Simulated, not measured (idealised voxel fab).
Name of the process module below: voxel ribs on slabs
Square cells of 5 nm make up the cross-section cut, whose width is 190 nm.
Square cells in a grid make up a cross-section in this document, and the grid is given as bands, listed from the top down, each one or more rows of cells. Heads up on the band format: heights come first, top then bottom, in nm. After that it's the materials left to right, each with its width in nm. A single material flagged "throughout" fills the whole band edge to edge, and "blank" means there's empty space there. Note: height 0 marks the level under which the wafer is uniformly one material as received. Lowest band unbounded below, written "from 0 down". A width such as "30 to 40" changes by the same amount from each row of cells to the next, from the band's top row to its bottom row. No cell of the cross-section changed in a step that is given as "same as before". Entry "Enclosed void catalog". Content: empty spaces with no open connection to the top, size 8 cells or greater. Each: width x height at distance. Distance: from left edge. Unit: nm. It should be noted that, on the line of a given step, the content following the step's settings is a remark produced by the simulator itself with respect to that step. For masked steps, "overlay nm" on the step line gives how far right of plan the mask actually lay; a minus sign means it lay to the left.

**The planned process steps are enumerated hereunder**
- 1: op RECEIVE | material Si
- 2: op DIRECTIONAL_DEP | material SiO2 | thk nm 30
- 3: op DIRECTIONAL_DEP | material polySi | thk nm 20
- 4: op DIRECTIONAL_DEP | material aC | thk nm 10
- 5: op PATTERN | tone cover | mask id RIB | material resist | width nm 30 | thk nm 30 | overlay nm 0
- 6: op DIRECTIONAL_ETCH | etch materials aC | depth nm 10
- 7: op STRIP | etch materials resist
- 8: op DIRECTIONAL_ETCH | etch materials polySi | depth nm 5
- 9: op STRIP | etch materials aC
- 10: op DIRECTIONAL_DEP | material aC | thk nm 10
- 11: op PATTERN | tone cover | mask id SLAB | material resist | width nm 80 | thk nm 25 | overlay nm 0
- 12: op DIRECTIONAL_ETCH | etch materials aC | depth nm 10
- 13: op STRIP | etch materials resist
- 14: op DIRECTIONAL_ETCH | etch materials polySi | depth nm 5
- 15: op STRIP | etch materials aC
- 16: op FILL_DEP | material SiO2 | thk nm 30
- 17: op CMP | height nm 70
- 18: op DIRECTIONAL_DEP | material TiN | thk nm 5
- 19: op PATTERN | tone cover | mask id HEATER | material resist | width nm 40 | thk nm 20 | overlay nm 0
- 20: op DIRECTIONAL_ETCH | etch materials TiN | depth nm 5
- 21: op STRIP | etch materials resist
- 22: op CONFORMAL_DEP | material SiO2 | thk nm 10
For this document, wafers share an identical start and vary in the step 14 depth nm; the plan quotes the first wafer's value.

**Here's the first of the wafers in cross-section, just as we got it, i.e. after step 1**
	from 0 down: Si throughout
	Enclosed void catalog: none

**Wafer rows, end of module: cells per material gained (+) or lost (-) since receipt; closed voids last**
depth nm 5, +514 SiO2, +8 TiN, +98 polySi, Enclosed void catalog: none
depth nm 10, +536 SiO2, +8 TiN, +76 polySi, Enclosed void catalog: none
depth nm 15, +558 SiO2, +8 TiN, +54 polySi, Enclosed void catalog: none
depth nm 20, +558 SiO2, +8 TiN, +54 polySi, Enclosed void catalog: none
depth nm 25, +558 SiO2, +8 TiN, +54 polySi, Enclosed void catalog: none
depth nm 30, +558 SiO2, +8 TiN, +54 polySi, Enclosed void catalog: none
